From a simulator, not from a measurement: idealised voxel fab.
The name of this process module is voxel spacer lines.
We display cut, a cross-section 205 nm in width whose square cells are each 5 nm.
Think of the cross-section as a grid of square cells. We describe it in bands, top to bottom, and each band covers one or more rows of those cells. What a band's entry tells you: where the top is and where the bottom is, as heights in nm, and after that what lies inside, material by material from left to right, each with its width in nm. Empty space is written as the word "empty", and a single material marked with the word "edge to edge" occupies the band from edge to edge. Convention: height 0 is the level below which the wafer, as received, is all one material. The lowest band does not terminate at the bottom but continues downward, represented as "0 nm and below". The expression "30 to 40" gives the width at the extremes of the band, the first number at its top row of cells and the second at its bottom row, with the width changing by equal amounts from each row to the next in between. Step note "no modification" = no cross-section cell changed. Enclosed voids (no open way to top), threshold 8 cells or more, entry "Unvented internal voids", notation width x height at distance, distance from left edge, nm. On a step's line, text after the settings is the simulator commenting on that step. Each step line may optionally specify "overlay nm", which for a step with a mask gives the rightward distance between the mask's planned place and where it lay, a negative value indicating the leftward direction.
[These are the steps we planned for the process]
1,RECEIVE [material Si]
2,CONFORMAL_DEP [material Al2O3] [thk nm 10]
3,DIRECTIONAL_DEP [material SiN] [thk nm 20]
4,DIRECTIONAL_DEP [material polySi] [thk nm 20]
5,PATTERN [tone cover] [mask id MANDREL] [material resist] [width nm 20] [pitch nm 70] [thk nm 30] [overlay nm 0]
6,DIRECTIONAL_ETCH [etch materials polySi] [depth nm 20]
7,STRIP [etch materials resist]
8,CONFORMAL_DEP [material SiO2] [thk nm 15]
9,DIRECTIONAL_ETCH [etch materials SiO2] [depth nm 15]
10,STRIP [etch materials polySi]
11,DIRECTIONAL_ETCH [etch materials SiN] [depth nm 20]
12,STRIP [etch materials SiO2]
[As-received state of the wafer in cross-section, equivalent to post-step 1]
0 nm and below | Si edge to edge
Unvented internal voids: none
[End-of-module XS, first of two wafers, run as planned]
30 nm to 10 nm | 5 empty, then 15 SiN, then 20 empty, then 15 SiN, then 20 empty, then 15 SiN, then 20 empty, then 15 SiN, then 20 empty, then 15 SiN, then 20 empty, then 15 SiN, then 10 empty
10 nm to 0 nm | Al2O3 edge to edge
0 nm and below | Si edge to edge
Unvented internal voids: none
[Second wafer of the two, sectioned at the end of the module. It began like the first and followed the same plan, but one mistake was made while running it]
30 nm to 10 nm | 20 empty, then 20 SiN, then 50 empty, then 20 SiN, then 50 empty, then 20 SiN, then 25 empty
10 nm to 0 nm | Al2O3 edge to edge
0 nm and below | Si edge to edge
Unvented internal voids: none
Processing error: step 5 deviated from plan and actually ran as PATTERN [tone open] [mask id MANDREL] [material resist] [width nm 20] [pitch nm 70] [thk nm 30] [overlay nm 0]
It is noted that, at the conclusion of processing, the second wafer exhibits a higher or lower cell count for certain materials relative to the first: SiN -24
